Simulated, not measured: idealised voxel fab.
Proc. module: voxel self aligned contacts
FYI the section here is cut, 235 nm wide, cells are 5 nm squares.
Format of a cross-section: grid, square cells. Given as bands. Order: top down. Band: one or more rows of cells. Heads up on the band format: heights come first, top then bottom, in nm. After that it's the materials left to right, each with its width in nm. A single material flagged "edge to edge" fills the whole band edge to edge, and "air" means there's empty space there. Height 0 is the level under which the wafer as received is all one material. The lowest band goes on downwards, as in "0 and below". You'd read "30..40" like this: the band's top row of cells is as wide as the first number, its bottom row is as wide as the second, and going down, every row changes width by the same amount as the row before did. The cross-section has no changed cell in any step marked "everything unchanged". The label "Closed void register" introduces a list of the empty spaces, 8 cells or larger, that have no open way up to the top; each entry in it reads width x height at distance, where the distance is taken from the left edge and all three are stated in nm. Where a step's line continues beyond its settings, the continuation is a remark by the simulator itself on that step. overlay nm: right-of-plan distance of the mask on a masked step; negative values mean left-of-plan.
**Planned process steps**
1 RECEIVE, material Si
2 CONFORMAL_DEP, material SiO2, thk nm 5
3 DIRECTIONAL_DEP, material polySi, thk nm 30
4 DIRECTIONAL_DEP, material SiN, thk nm 20
5 DIRECTIONAL_DEP, material aC, thk nm 10
6 PATTERN, tone cover, mask id GATE, material resist, width nm 30, pitch nm 65, thk nm 25, overlay nm 0
7 DIRECTIONAL_ETCH, etch materials aC, depth nm 10
8 STRIP, etch materials resist
9 DIRECTIONAL_ETCH, etch materials SiN, depth nm 20
10 DIRECTIONAL_ETCH, etch materials polySi, depth nm 30
11 STRIP, etch materials aC
12 CONFORMAL_DEP, material SiN, thk nm 10
13 DIRECTIONAL_ETCH, etch materials SiN, depth nm 10
14 FILL_DEP, material SiO2, thk nm 15
15 CMP, height nm 65
16 PATTERN, tone open, mask id CONTACT, material resist, width nm 35, thk nm 20, overlay nm 0
17 DIRECTIONAL_ETCH, etch materials SiO2, depth nm 65
18 STRIP, etch materials resist
19 CONFORMAL_DEP, material TiN, thk nm 5
20 FILL_DEP, material Ru, thk nm 5
21 CMP, height nm 65
22 CONFORMAL_DEP, material SiN, thk nm 5
Among the wafers covered here, the point of difference is the width nm at step 16; their starting state is shared, and the plan presents the value of the first wafer.
**First of several wafers (as received, post step 1), cross-sectional view**
> 0 and below | Si edge to edge
> Closed void register: none
**Gained (+) or lost (-) cells of each material since receipt, then closed voids: one row per wafer, at the end of the module**
width nm 35, +16 Ru, +175 SiN, +364 SiO2, +31 TiN, +72 polySi, Closed void register: none
width nm 40, +17 Ru, +175 SiN, +362 SiO2, +32 TiN, +72 polySi, Closed void register: none
width nm 45, +18 Ru, +175 SiN, +360 SiO2, +33 TiN, +72 polySi, Closed void register: none
width nm 50, +19 Ru, +175 SiN, +358 SiO2, +34 TiN, +72 polySi, Closed void register: none
width nm 55, +20 Ru, +175 SiN, +356 SiO2, +35 TiN, +72 polySi, Closed void register: none
width nm 60, +21 Ru, +175 SiN, +354 SiO2, +36 TiN, +72 polySi, Closed void register: none
